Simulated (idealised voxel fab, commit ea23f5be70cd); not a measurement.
Proc. module: voxel self aligned contacts
Section shown: cut. Width: 230 nm. Cell size: 5 nm, square.
Notation: cross-section as square-cell grid; stated in bands, top first, going down; one or more cell rows per band.
It is stipulated that each band's entry specify, in nanometres, the height of the top of the band and then that of its bottom, followed by the materials of the band in left-to-right sequence, each together with its width in nanometres. A single material marked by the word "throughout" is understood to fill the band from edge to edge; the word "air" is understood to denote empty space.
Ref level 0: as-received wafer is one material below here. Bottom band extends down with no lower bound ("z 0 and below").
Think of "30..40" as a width that walks from the first number to the second as you go down the band, top row to bottom row, taking equal-sized steps from row to row.
"remained unchanged" -> step changed no cross-section cell.
"Closed-off voids" enumerates empty spaces isolated from the top, with no open way to it, that contain at least 8 cells, giving each as width x height at distance from the left edge, all three in nm.
Read whatever lies past the settings on a step's line as the simulator's own remark about the step.
"overlay nm" on a masked step: distance the mask lay right of its planned place, negative for left.

## The following list gives the planned process steps
1 op RECEIVE | material Si
2 op CONFORMAL_DEP | material SiO2 | thk nm 5
3 op DIRECTIONAL_DEP | material polySi | thk nm 30
4 op DIRECTIONAL_DEP | material SiN | thk nm 20
5 op PATTERN | tone cover | mask id GATE | material resist | width nm 35 | pitch nm 60 | thk nm 15 | overlay nm 0
6 op DIRECTIONAL_ETCH | etch materials SiN | depth nm 20
7 op DIRECTIONAL_ETCH | etch materials polySi | depth nm 30
8 op STRIP | etch materials resist
9 op CONFORMAL_DEP | material SiN | thk nm 5
10 op DIRECTIONAL_ETCH | etch materials SiN | depth nm 5
11 op FILL_DEP | material SiO2 | thk nm 20
12 op CMP | height nm 65
13 op PATTERN | tone open | mask id CONTACT | material resist | width nm 35 | thk nm 15 | overlay nm 0
14 op DIRECTIONAL_ETCH | etch materials SiO2 | depth nm 65
15 op STRIP | etch materials resist
16 op CONFORMAL_DEP | material TiN | thk nm 5
17 op FILL_DEP | material Ru | thk nm 10
18 op CMP | height nm 65
19 op CONFORMAL_DEP | material SiCN | thk nm 5

## First of the two wafers, run per plan

## Cross-section of the incoming wafer, state after step 1
* z 0 and below = Si throughout
* Closed-off voids: none

## Step 2 done - wafer cross-section
* z 5 to 0 = SiO2 throughout
* Everything below 0 is unchanged.

## Step 3 done - wafer cross-section
* z 35 to 5 = polySi throughout
* Everything below 5 is unchanged.

## Step 4 done - wafer cross-section
* z 55 to 35 = SiN throughout
* Everything below 35 is unchanged.

## Step 5 done - wafer cross-section
* z 70 to 55 = 65 nm air | 35 nm resist | 25 nm air | 35 nm resist | 70 nm air
* Everything below 55 is unchanged.

## Step 6 done - wafer cross-section
* z 70 to 55 = 65 nm air | 35 nm resist | 25 nm air | 35 nm resist | 70 nm air
* z 55 to 35 = 65 nm air | 35 nm SiN | 25 nm air | 35 nm SiN | 70 nm air
* Everything below 35 is unchanged.

## Step 7 done - wafer cross-section
* z 70 to 55 = 65 nm air | 35 nm resist | 25 nm air | 35 nm resist | 70 nm air
* z 55 to 35 = 65 nm air | 35 nm SiN | 25 nm air | 35 nm SiN | 70 nm air
* z 35 to 5 = 65 nm air | 35 nm polySi | 25 nm air | 35 nm polySi | 70 nm air
* Everything below 5 is unchanged.

## Step 8 done - wafer cross-section
* z 55 to 35 = 65 nm air | 35 nm SiN | 25 nm air | 35 nm SiN | 70 nm air
* Everything below 35 is unchanged.

## Step 9 done - wafer cross-section
* z 60 to 35 = 60 nm air | 45 nm SiN | 15 nm air | 45 nm SiN | 65 nm air
* z 35 to 10 = 60 nm air | 5 nm SiN | 35 nm polySi | 5 nm SiN | 15 nm air | 5 nm SiN | 35 nm polySi | 5 nm SiN | 65 nm air
* z 10 to 5 = 65 nm SiN | 35 nm polySi | 25 nm SiN | 35 nm polySi | 70 nm SiN
* Everything below 5 is unchanged.

## Step 10 done - wafer cross-section
* z 55 to 35 = 60 nm air | 45 nm SiN | 15 nm air | 45 nm SiN | 65 nm air
* z 35 to 5 = 60 nm air | 5 nm SiN | 35 nm polySi | 5 nm SiN | 15 nm air | 5 nm SiN | 35 nm polySi | 5 nm SiN | 65 nm air
* Everything below 5 is unchanged.

## Step 11 done - wafer cross-section
* z 75 to 55 = SiO2 throughout
* z 55 to 35 = 60 nm SiO2 | 45 nm SiN | 15 nm SiO2 | 45 nm SiN | 65 nm SiO2
* z 35 to 5 = 60 nm SiO2 | 5 nm SiN | 35 nm polySi | 5 nm SiN | 15 nm SiO2 | 5 nm SiN | 35 nm polySi | 5 nm SiN | 65 nm SiO2
* Everything below 5 is unchanged.

## Step 12 done - wafer cross-section
* z 65 to 55 = SiO2 throughout
* Everything below 55 is unchanged.

## Step 13 done - wafer cross-section
* z 80 to 65 = 95 nm resist | 35 nm air | 100 nm resist
* Everything below 65 is unchanged.

## Step 14 done - wafer cross-section
* z 80 to 65 = 95 nm resist | 35 nm air | 100 nm resist
* z 65 to 55 = 95 nm SiO2 | 35 nm air | 100 nm SiO2
* z 55 to 35 = 60 nm SiO2 | 45 nm SiN | 15 nm air | 45 nm SiN | 65 nm SiO2
* z 35 to 5 = 60 nm SiO2 | 5 nm SiN | 35 nm polySi | 5 nm SiN | 15 nm air | 5 nm SiN | 35 nm polySi | 5 nm SiN | 65 nm SiO2
* z 5 to 0 = 105 nm SiO2 | 15 nm air | 110 nm SiO2
* Everything below 0 is unchanged.

## Step 15 done - wafer cross-section
* z 65 to 55 = 95 nm SiO2 | 35 nm air | 100 nm SiO2
* Everything below 55 is unchanged.

## Step 16 done - wafer cross-section
* z 70 to 65 = 100 nm TiN | 25 nm air | 105 nm TiN
* z 65 to 55 = 95 nm SiO2 | 5..15 nm TiN | 25..5 nm air | 5..15 nm TiN | 100 nm SiO2
* z 55 to 35 = 60 nm SiO2 | 45 nm SiN | 5 nm TiN | 5 nm air | 5 nm TiN | 45 nm SiN | 65 nm SiO2
* z 35 to 5 = 60 nm SiO2 | 5 nm SiN | 35 nm polySi | 5 nm SiN | 5 nm TiN | 5 nm air | 5 nm TiN | 5 nm SiN | 35 nm polySi | 5 nm SiN | 65 nm SiO2
* z 5 to 0 = 105 nm SiO2 | 15 nm TiN | 110 nm SiO2
* Everything below 0 is unchanged.

## Step 17 done - wafer cross-section
* z 80 to 70 = Ru throughout
* z 70 to 65 = 100 nm TiN | 25 nm Ru | 105 nm TiN
* z 65 to 55 = 95 nm SiO2 | 5..15 nm TiN | 25..5 nm Ru | 5..15 nm TiN | 100 nm SiO2
* z 55 to 35 = 60 nm SiO2 | 45 nm SiN | 5 nm TiN | 5 nm Ru | 5 nm TiN | 45 nm SiN | 65 nm SiO2
* z 35 to 5 = 60 nm SiO2 | 5 nm SiN | 35 nm polySi | 5 nm SiN | 5 nm TiN | 5 nm Ru | 5 nm TiN | 5 nm SiN | 35 nm polySi | 5 nm SiN | 65 nm SiO2
* Everything below 5 is unchanged.

## Step 18 done - wafer cross-section
* z 65 to 55 = 95 nm SiO2 | 5..15 nm TiN | 25..5 nm Ru | 5..15 nm TiN | 100 nm SiO2
* Everything below 55 is unchanged.

## Step 19 done - wafer cross-section
* z 70 to 65 = SiCN throughout
* Everything below 65 is unchanged.

## Second wafer, same starting state and plan as the first, one mistake in the run, identical through step 12

## At the planned end of step 13, the second wafer in cross-section
* z 80 to 65 = 95 nm air | 35 nm resist | 100 nm air
* Everything below 65 is unchanged.

## At the planned end of step 14, the second wafer in cross-section
* z 80 to 65 = 95 nm air | 35 nm resist | 100 nm air
* z 65 to 55 = 95 nm air | 35 nm SiO2 | 100 nm air
* z 55 to 35 = 60 nm air | 45 nm SiN | 15 nm SiO2 | 45 nm SiN | 65 nm air
* z 35 to 5 = 60 nm air | 5 nm SiN | 35 nm polySi | 5 nm SiN | 15 nm SiO2 | 5 nm SiN | 35 nm polySi | 5 nm SiN | 65 nm air
* z 5 to 0 = 60 nm air | 105 nm SiO2 | 65 nm air
* Everything below 0 is unchanged.

## At the planned end of step 15, the second wafer in cross-section
* z 65 to 55 = 95 nm air | 35 nm SiO2 | 100 nm air
* Everything below 55 is unchanged.

## At the planned end of step 16, the second wafer in cross-section
* z 70 to 65 = 90 nm air | 45 nm TiN | 95 nm air
* z 65 to 55 = 90..55 nm air | 5..40 nm TiN | 35 nm SiO2 | 5..40 nm TiN | 95..60 nm air
* z 55 to 35 = 55 nm air | 5 nm TiN | 45 nm SiN | 15 nm SiO2 | 45 nm SiN | 5 nm TiN | 60 nm air
* z 35 to 5 = 55 nm air | 5 nm TiN | 5 nm SiN | 35 nm polySi | 5 nm SiN | 15 nm SiO2 | 5 nm SiN | 35 nm polySi | 5 nm SiN | 5 nm TiN | 60 nm air
* z 5 to 0 = 60 nm TiN | 105 nm SiO2 | 65 nm TiN
* Everything below 0 is unchanged.

## At the planned end of step 17, the second wafer in cross-section
* z 80 to 70 = Ru throughout
* z 70 to 65 = 90 nm Ru | 45 nm TiN | 95 nm Ru
* z 65 to 55 = 90..55 nm Ru | 5..40 nm TiN | 35 nm SiO2 | 5..40 nm TiN | 95..60 nm Ru
* z 55 to 35 = 55 nm Ru | 5 nm TiN | 45 nm SiN | 15 nm SiO2 | 45 nm SiN | 5 nm TiN | 60 nm Ru
* z 35 to 5 = 55 nm Ru | 5 nm TiN | 5 nm SiN | 35 nm polySi | 5 nm SiN | 15 nm SiO2 | 5 nm SiN | 35 nm polySi | 5 nm SiN | 5 nm TiN | 60 nm Ru
* Everything below 5 is unchanged.

## At the planned end of step 18, the second wafer in cross-section
* z 65 to 55 = 90..55 nm Ru | 5..40 nm TiN | 35 nm SiO2 | 5..40 nm TiN | 95..60 nm Ru
* Everything below 55 is unchanged.

## At the planned end of step 19, the second wafer in cross-section
* z 70 to 65 = SiCN throughout
* Everything below 65 is unchanged.
Deviation from plan: step 13 went in with a setting other than planned; the actual run was op PATTERN | tone cover | mask id CONTACT | material resist | width nm 35 | thk nm 15 | overlay nm 0
Counted in cells at the end, the second wafer holds more or fewer of these materials than the first: Ru: 274 more, SiO2: 306 fewer, TiN: 32 more
